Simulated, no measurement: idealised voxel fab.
process module | voxel self aligned contacts
cross-section cut | 300 nm wide | cells 5 nm
A cross-section is a grid of square cells, given in bands from the top down. A band is one or more rows of cells.
Each band's line starts with the height of the band's top and of its bottom, in nm. Then come its materials from left to right, each with its width in nm. One material with "throughout" fills the band from edge to edge. "air" is empty space.
Height 0 is the level under which the wafer as received is all one material. The lowest band goes on downwards, as in "0 down".
A width such as "30 to 40" changes by the same amount from each row of cells to the next, from the band's top row to its bottom row.
"no change" after a step means that no cell of the cross-section changed.
closed voids: empty space of 8 cells or more with no open way to the top, each as width x height at its distance from the left edge, in nm
after a step's settings: what the simulator itself notes on the step
overlay nm, on a step with a mask: how far to the right of its planned place the mask lay; to the left if negative
plan
1 op RECEIVE | material Si
2 op OXIDIZE | depth nm 5
3 op DIRECTIONAL_DEP | material polySi | thk nm 30
4 op DIRECTIONAL_DEP | material SiN | thk nm 15
5 op MASKED_ETCH | tone cover | mask id GATE | width nm 35 | pitch nm 65 | etch materials SiN | depth nm 15 | overlay nm 0
6 op MASKED_ETCH | tone cover | mask id GATE | width nm 35 | pitch nm 65 | etch materials polySi | depth nm 30 | overlay nm 0
7 op CONFORMAL_DEP | material SiN | thk nm 5
8 op DIRECTIONAL_ETCH | etch materials SiN | depth nm 5
9 op FILL_DEP | material SiO2 | thk nm 10
10 op CMP | height nm 50
11 op DIRECTIONAL_DEP | material aC | thk nm 10
12 op PATTERN | tone open | mask id CONTACT | material resist | width nm 40 | thk nm 25 | overlay nm 0
13 op DIRECTIONAL_ETCH | etch materials aC | depth nm 10
14 op STRIP | etch materials resist
15 op DIRECTIONAL_ETCH | etch materials SiO2 | depth nm 55
16 op STRIP | etch materials aC
17 op CONFORMAL_DEP | material TiN | thk nm 5
18 op FILL_DEP | material W | thk nm 10
19 op CMP | height nm 50
20 op CONFORMAL_DEP | material SiN | thk nm 5
first wafer, as planned
as received, after step 1
  0 down: Si throughout
  closed voids: none
after step 2
  0 to -5: SiO2 throughout
  below -5: unchanged
after step 3
  30 to 0: polySi throughout
  below 0: unchanged
after step 4
  45 to 30: SiN throughout
  below 30: unchanged
after step 5
  45 to 30: air 100 | SiN 35 | air 30 | SiN 35 | air 100
  below 30: unchanged
after step 6
  45 to 30: air 100 | SiN 35 | air 30 | SiN 35 | air 100
  30 to 0: air 100 | polySi 35 | air 30 | polySi 35 | air 100
  below 0: unchanged
after step 7
  50 to 30: air 95 | SiN 45 | air 20 | SiN 45 | air 95
  30 to 5: air 95 | SiN 5 | polySi 35 | SiN 5 | air 20 | SiN 5 | polySi 35 | SiN 5 | air 95
  5 to 0: SiN 100 | polySi 35 | SiN 30 | polySi 35 | SiN 100
  below 0: unchanged
after step 8
  45 to 30: air 95 | SiN 45 | air 20 | SiN 45 | air 95
  30 to 0: air 95 | SiN 5 | polySi 35 | SiN 5 | air 20 | SiN 5 | polySi 35 | SiN 5 | air 95
  below 0: unchanged
after step 9
  55 to 45: SiO2 throughout
  45 to 30: SiO2 95 | SiN 45 | SiO2 20 | SiN 45 | SiO2 95
  30 to 0: SiO2 95 | SiN 5 | polySi 35 | SiN 5 | SiO2 20 | SiN 5 | polySi 35 | SiN 5 | SiO2 95
  below 0: unchanged
after step 10
  50 to 45: SiO2 throughout
  below 45: unchanged
after step 11
  60 to 50: aC throughout
  below 50: unchanged
after step 12
  85 to 60: resist 130 | air 40 | resist 130
  below 60: unchanged
after step 13
  75 to 60: resist 130 | air 40 | resist 130
  60 to 50: aC 130 | air 40 | aC 130
  below 50: unchanged
after step 14
  60 to 50: aC 130 | air 40 | aC 130
  below 50: unchanged
after step 15
  60 to 50: aC 130 | air 40 | aC 130
  50 to 45: SiO2 130 | air 40 | SiO2 130
  45 to 30: SiO2 95 | SiN 45 | air 20 | SiN 45 | SiO2 95
  30 to 0: SiO2 95 | SiN 5 | polySi 35 | SiN 5 | air 20 | SiN 5 | polySi 35 | SiN 5 | SiO2 95
  0 to -5: SiO2 140 | air 20 | SiO2 140
  below -5: unchanged
after step 16
  50 to 45: SiO2 130 | air 40 | SiO2 130
  below 45: unchanged
after step 17
  55 to 50: TiN 135 | air 30 | TiN 135
  50 to 45: SiO2 130 | TiN 15 | air 10 | TiN 15 | SiO2 130
  45 to 30: SiO2 95 | SiN 45 | TiN 5 | air 10 | TiN 5 | SiN 45 | SiO2 95
  30 to 0: SiO2 95 | SiN 5 | polySi 35 | SiN 5 | TiN 5 | air 10 | TiN 5 | SiN 5 | polySi 35 | SiN 5 | SiO2 95
  0 to -5: SiO2 140 | TiN 20 | SiO2 140
  below -5: unchanged
after step 18
  65 to 55: W throughout
  55 to 50: TiN 135 | W 30 | TiN 135
  50 to 45: SiO2 130 | TiN 15 | W 10 | TiN 15 | SiO2 130
  45 to 30: SiO2 95 | SiN 45 | TiN 5 | W 10 | TiN 5 | SiN 45 | SiO2 95
  30 to 0: SiO2 95 | SiN 5 | polySi 35 | SiN 5 | TiN 5 | W 10 | TiN 5 | SiN 5 | polySi 35 | SiN 5 | SiO2 95
  below 0: unchanged
after step 19
  50 to 45: SiO2 130 | TiN 15 | W 10 | TiN 15 | SiO2 130
  below 45: unchanged
after step 20
  55 to 50: SiN throughout
  below 50: unchanged
second wafer: like start, like plan, one mistake. Through step 2 it matches the first wafer
when step 3 should have ended
  60 to 0: polySi throughout
  below 0: unchanged
when step 4 should have ended
  75 to 60: SiN throughout
  below 60: unchanged
when step 5 should have ended
  75 to 60: air 100 | SiN 35 | air 30 | SiN 35 | air 100
  below 60: unchanged
when step 6 should have ended
  75 to 60: air 100 | SiN 35 | air 30 | SiN 35 | air 100
  60 to 30: air 100 | polySi 35 | air 30 | polySi 35 | air 100
  below 30: unchanged
when step 7 should have ended
  80 to 60: air 95 | SiN 45 | air 20 | SiN 45 | air 95
  60 to 35: air 95 | SiN 5 | polySi 35 | SiN 5 | air 20 | SiN 5 | polySi 35 | SiN 5 | air 95
  35 to 30: SiN 100 | polySi 35 | SiN 30 | polySi 35 | SiN 100
  below 30: unchanged
when step 8 should have ended
  75 to 60: air 95 | SiN 45 | air 20 | SiN 45 | air 95
  60 to 30: air 95 | SiN 5 | polySi 35 | SiN 5 | air 20 | SiN 5 | polySi 35 | SiN 5 | air 95
  below 30: unchanged
when step 9 should have ended
  85 to 75: SiO2 throughout
  75 to 60: SiO2 95 | SiN 45 | SiO2 20 | SiN 45 | SiO2 95
  60 to 30: SiO2 95 | SiN 5 | polySi 35 | SiN 5 | SiO2 20 | SiN 5 | polySi 35 | SiN 5 | SiO2 95
  below 30: unchanged
when step 10 should have ended
  50 to 30: SiO2 95 | SiN 5 | polySi 35 | SiN 5 | SiO2 20 | SiN 5 | polySi 35 | SiN 5 | SiO2 95
  below 30: unchanged
when step 11 should have ended
  60 to 50: aC throughout
  below 50: unchanged
when step 12 should have ended
  85 to 60: resist 130 | air 40 | resist 130
  below 60: unchanged
when step 13 should have ended
  75 to 60: resist 130 | air 40 | resist 130
  60 to 50: aC 130 | air 40 | aC 130
  below 50: unchanged
when step 14 should have ended
  60 to 50: aC 130 | air 40 | aC 130
  below 50: unchanged
when step 15 should have ended
  60 to 50: aC 130 | air 40 | aC 130
  50 to 30: SiO2 95 | SiN 5 | polySi 35 | SiN 5 | air 20 | SiN 5 | polySi 35 | SiN 5 | SiO2 95
  below 30: unchanged
when step 16 should have ended
  50 to 30: SiO2 95 | SiN 5 | polySi 35 | SiN 5 | air 20 | SiN 5 | polySi 35 | SiN 5 | SiO2 95
  below 30: unchanged
when step 17 should have ended
  55 to 50: TiN 145 | air 10 | TiN 145
  50 to 35: SiO2 95 | SiN 5 | polySi 35 | SiN 5 | TiN 5 | air 10 | TiN 5 | SiN 5 | polySi 35 | SiN 5 | SiO2 95
  35 to 30: SiO2 95 | SiN 5 | polySi 35 | SiN 5 | TiN 20 | SiN 5 | polySi 35 | SiN 5 | SiO2 95
  below 30: unchanged
when step 18 should have ended
  65 to 55: W throughout
  55 to 50: TiN 145 | W 10 | TiN 145
  50 to 35: SiO2 95 | SiN 5 | polySi 35 | SiN 5 | TiN 5 | W 10 | TiN 5 | SiN 5 | polySi 35 | SiN 5 | SiO2 95
  below 35: unchanged
when step 19 should have ended
  50 to 35: SiO2 95 | SiN 5 | polySi 35 | SiN 5 | TiN 5 | W 10 | TiN 5 | SiN 5 | polySi 35 | SiN 5 | SiO2 95
  below 35: unchanged
when step 20 should have ended
  55 to 50: SiN throughout
  below 50: unchanged
what went wrong: step 3 was run twice
at the end the second wafer has, in cells: 62 fewer of SiN | 238 fewer of SiO2 | 18 fewer of TiN | 14 fewer of W | 332 more of polySi
